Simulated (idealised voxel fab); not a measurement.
The name of this process module is voxel released beams.
Displayed cross-section: cut, width of 200 nm, square cells sized 5 nm.
A cross-section is a grid of square cells, given in bands from the top down. A band is one or more rows of cells.
Quick guide to a band line: top height, bottom height (nm) up front; then every material left to right with its width in nm. Only one material and it's marked "all across"? Then it fills the band edge to edge. And "empty" just means empty space.
Measure heights from 0. That's the level where, below it, the as-received wafer is all one material. The lowest band is bottomless and extends downward; write it as in "z 0 and below".
A width such as "30->40" changes by the same amount from each row of cells to the next, from the band's top row to its bottom row.
"no alteration" for a step: no cell of the cross-section changed in that step.
Closed empty spaces (no open way to the top) of 8 cells or more are what "Closed void inventory" lists, each as width x height at distance from the left edge, nm for all three.
Text after the settings on a step's line: the simulator's own remark on that step.
overlay nm: mask right of planned place by this much (step with mask). Neg. = left.
## Set out below are the planned steps of the process
step 1: RECEIVE | material Si
step 2: CONFORMAL_DEP | material SiN | thk nm 5
step 3: DIRECTIONAL_DEP | material SiO2 | thk nm 15
step 4: DIRECTIONAL_DEP | material aC | thk nm 15
step 5: PATTERN | tone open | mask id ANCHOR | material resist | width nm 45 | thk nm 30 | overlay nm 0
step 6: DIRECTIONAL_ETCH | etch materials aC | depth nm 15
step 7: STRIP | etch materials resist
step 8: DIRECTIONAL_ETCH | etch materials SiO2 | depth nm 15
step 9: STRIP | etch materials aC
step 10: CONFORMAL_DEP | material W | thk nm 15
step 11: PATTERN | tone cover | mask id BEAM | material resist | width nm 90 | thk nm 20 | overlay nm 0
step 12: DIRECTIONAL_ETCH | etch materials W | depth nm 15
step 13: STRIP | etch materials resist
step 14: STRIP | etch materials SiO2
## Delivered wafer in cross-section: state after step 1
    z 0 and below  Si all across
    Closed void inventory: none
## As-planned run: cross-section of the first of two wafers at end of module
    z 35 to 20  empty=50 | W=20 | empty=15 | W=55 | empty=60
    z 20 to 5  empty=55 | W=45 | empty=100
    z 5 to 0  SiN all across
    z 0 and below  Si all across
    Closed void inventory: none
## So this is wafer number two of the two, cut at the end of the module - it started where the first did and had the same plan, we just got one thing wrong running it
    z 35 to 20  empty=50 | W=90 | empty=60
    z 20 to 15  SiN all across
    z 15 to 0  SiO2 all across
    z 0 and below  Si all across
    Closed void inventory: none
Want to know what went wrong? steps 2 and 3 of the plan were run in the wrong order, each in the other's place
In the final state, the cell counts of the second wafer exceed or fall short of those of the first for the following materials: SiO2 +120, W -18
